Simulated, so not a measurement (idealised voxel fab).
The document below concerns the process module designated voxel capacitor over wiring.
Shown is cross-section cut, with a width of 290 nm and square cells of size 5 nm.
A cross-section in this document is a grid of square cells, and it is written down as bands, the top band listed before the ones below it; a band is made up of one or more rows of cells.
Per band: top height and bottom height in nm, followed by the left-to-right materials and their widths in nm; "throughout" marks a single material spanning edge to edge, "blank" marks empty space.
The level at which height equals 0 is the one under which the wafer, as it arrives, is entirely one material. No lower edge exists for the bottom band, which continues downward and is notated as in "0..down".
With a width like "30 to 40", each row of cells in the band differs from the next by the same amount, the top row carrying the first number and the bottom row the second.
"no alterations made" for a step: no cell of the cross-section changed in that step.
This entry, "Cavities, closed", enumerates those empty regions of no fewer than 8 cells that possess no open connection to the top. Each region is reported in the form width x height at distance, the distance being taken from the left edge, with all three quantities expressed in nm.
The remark found on a step's line after its settings is issued by the simulator itself and pertains to that step.
overlay nm: mask offset rightward from planned place, masked step; negative means leftward offset.

[This section lists the process steps that were planned]
step 1: RECEIVE with material Si
step 2: CONFORMAL_DEP with material SiO2, thk nm 10
step 3: CONFORMAL_DEP with material SiCN, thk nm 5
step 4: DIRECTIONAL_DEP with material lowk, thk nm 15
step 5: MASKED_ETCH with tone open, mask id METAL_1, width nm 30, pitch nm 100, etch materials lowk, depth nm 15, overlay nm 0
step 6: MASKED_ETCH with tone open, mask id METAL_1, width nm 30, pitch nm 100, etch materials SiCN, depth nm 5, overlay nm 0
step 7: CONFORMAL_DEP with material TiN, thk nm 5
step 8: FILL_DEP with material Ru, thk nm 10
step 9: CMP with height nm 30
step 10: CONFORMAL_DEP with material SiCN, thk nm 5
step 11: DIRECTIONAL_DEP with material lowk, thk nm 15
step 12: DIRECTIONAL_DEP with material aC, thk nm 15
step 13: PATTERN with tone open, mask id PLUG_1, material resist, width nm 15, thk nm 30, overlay nm 0
step 14: DIRECTIONAL_ETCH with etch materials aC, depth nm 15
step 15: STRIP with etch materials resist
step 16: DIRECTIONAL_ETCH with etch materials lowk, depth nm 15
step 17: DIRECTIONAL_ETCH with etch materials SiCN, depth nm 5
step 18: STRIP with etch materials aC
step 19: EPI with material Ru, thk nm 10
step 20: EPI with material Ru, thk nm 10
step 21: DIRECTIONAL_DEP with material TiN, thk nm 5
step 22: DIRECTIONAL_DEP with material Al2O3, thk nm 5
step 23: DIRECTIONAL_DEP with material TiN, thk nm 10
step 24: MASKED_ETCH with tone cover, mask id UPPER_PLATE, width nm 75, etch materials TiN, depth nm 10, overlay nm 0
step 25: MASKED_ETCH with tone cover, mask id UPPER_PLATE, width nm 75, etch materials Al2O3, depth nm 5, overlay nm 0
step 26: DIRECTIONAL_DEP with material aC, thk nm 15
step 27: PATTERN with tone cover, mask id LOWER_PLATE, material resist, width nm 85, thk nm 35, overlay nm 0
step 28: DIRECTIONAL_ETCH with etch materials aC, depth nm 15
step 29: STRIP with etch materials resist
step 30: DIRECTIONAL_ETCH with etch materials TiN, depth nm 5
step 31: STRIP with etch materials aC
step 32: FILL_DEP with material SiO2, thk nm 15
step 33: CMP with height nm 80
step 34: PATTERN with tone open, mask id PLUG_2, material resist, width nm 15, thk nm 15, overlay nm 0
step 35: DIRECTIONAL_ETCH with etch materials SiO2, depth nm 10
step 36: STRIP with etch materials resist
step 37: CONFORMAL_DEP with material TiN, thk nm 5
step 38: FILL_DEP with material Cu, thk nm 10
step 39: CMP with height nm 80
step 40: CONFORMAL_DEP with material SiN, thk nm 5

[As-received state of the wafer in cross-section, equivalent to post-step 1]
  0..down  Si throughout
  Cavities, closed: none

[Figure: cross-sectional view of the wafer upon completion of the module, processed from the initial state and according to the plan depicted above, with one error introduced during execution]
  85..80  SiN throughout
  80..75  105 SiO2  5 TiN  5 Cu  5 TiN  170 SiO2
  75..70  105 SiO2  15 TiN  170 SiO2
  70..65  SiO2 throughout
  65..55  95 SiO2  75 TiN  120 SiO2
  55..50  95 SiO2  75 Al2O3  120 SiO2
  50..35  95 lowk  15 Ru  180 lowk
  35..30  95 SiCN  15 Ru  180 SiCN
  30..15  80 lowk  5 TiN  20 Ru  5 TiN  70 lowk  5 TiN  20 Ru  5 TiN  80 lowk
  15..10  80 SiCN  30 TiN  70 SiCN  30 TiN  80 SiCN
  10..0  SiO2 throughout
  0..down  Si throughout
  Cavities, closed: none
Error vs. plan: execution of step 21 of the plan did not take place, the step having been omitted
